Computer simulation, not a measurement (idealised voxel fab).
Documented hereafter: the process module known as voxel released beams.
It is cross-section cut that appears here, measuring 180 nm in width, its square cells being 5 nm in size.
Square cells in a grid make up a cross-section in this document, and the grid is given as bands, listed from the top down, each one or more rows of cells.
The band entry comprises the height of the band's top followed by the height of its bottom, expressed in nm, and subsequently the band's materials from left to right, each stated together with its width in nm. Where a single material is marked with the word "throughout", that material fills the band from edge to edge. The word "empty" represents empty space.
Ref level 0: as-received wafer is one material below here. Bottom band extends down with no lower bound ("0..down").
Width spec "30->40" -> top row of cells at first value, bottom row at second value, equal per-row change in between.
"all unchanged" after a step means that no cell of the cross-section changed.
For the entry "Sealed cavities", the listed items are empty spaces with no open way to the top whose size is 8 cells or more; each item follows the pattern width x height at distance, where distance is from the left edge and all three are in nm.
Text after the settings on a step's line: the simulator's own remark on that step.
overlay nm: mask right of planned place by this much (step with mask). Neg. = left.
LISTED BELOW ARE THE PROCESS STEPS AS PLANNED
step 1: RECEIVE,material Si
step 2: CONFORMAL_DEP,material SiN,thk nm 10
step 3: DIRECTIONAL_DEP,material SiO2,thk nm 20
step 4: PATTERN,tone open,mask id ANCHOR,material resist,width nm 35,thk nm 15,overlay nm 0
step 5: DIRECTIONAL_ETCH,etch materials SiO2,depth nm 20
step 6: STRIP,etch materials resist
step 7: CONFORMAL_DEP,material TiN,thk nm 15
step 8: DIRECTIONAL_DEP,material aC,thk nm 15
step 9: PATTERN,tone cover,mask id BEAM,material resist,width nm 100,thk nm 30,overlay nm 0
step 10: DIRECTIONAL_ETCH,etch materials aC,depth nm 15
step 11: STRIP,etch materials resist
step 12: DIRECTIONAL_ETCH,etch materials TiN,depth nm 15
step 13: STRIP,etch materials aC
step 14: STRIP,etch materials SiO2
SHOWN IN CROSS-SECTION IS THE WAFER AS RECEIVED, THAT IS, AS IT STANDS AFTER STEP 1
  0..down = Si throughout
  Sealed cavities: none
STARTING WAFER: ABOVE. PLAN: ABOVE. RUN: ONE MISTAKE. CROSS-SECTION AFTER THE MODULE: BELOW
  45..30 = empty: 35, TiN: 55, empty: 90
  30..25 = empty: 25, TiN: 15, SiO2: 35, TiN: 15, empty: 90
  25..10 = empty: 25, TiN: 15, SiO2: 35, TiN: 60, empty: 45
  10..0 = SiN throughout
  0..down = Si throughout
  Sealed cavities: none
It is concluded that the wafer was processed incorrectly with respect to the plan, in that step 4 was processed under conditions differing from the plan, specifically as PATTERN,tone cover,mask id ANCHOR,material resist,width nm 35,thk nm 15,overlay nm 0
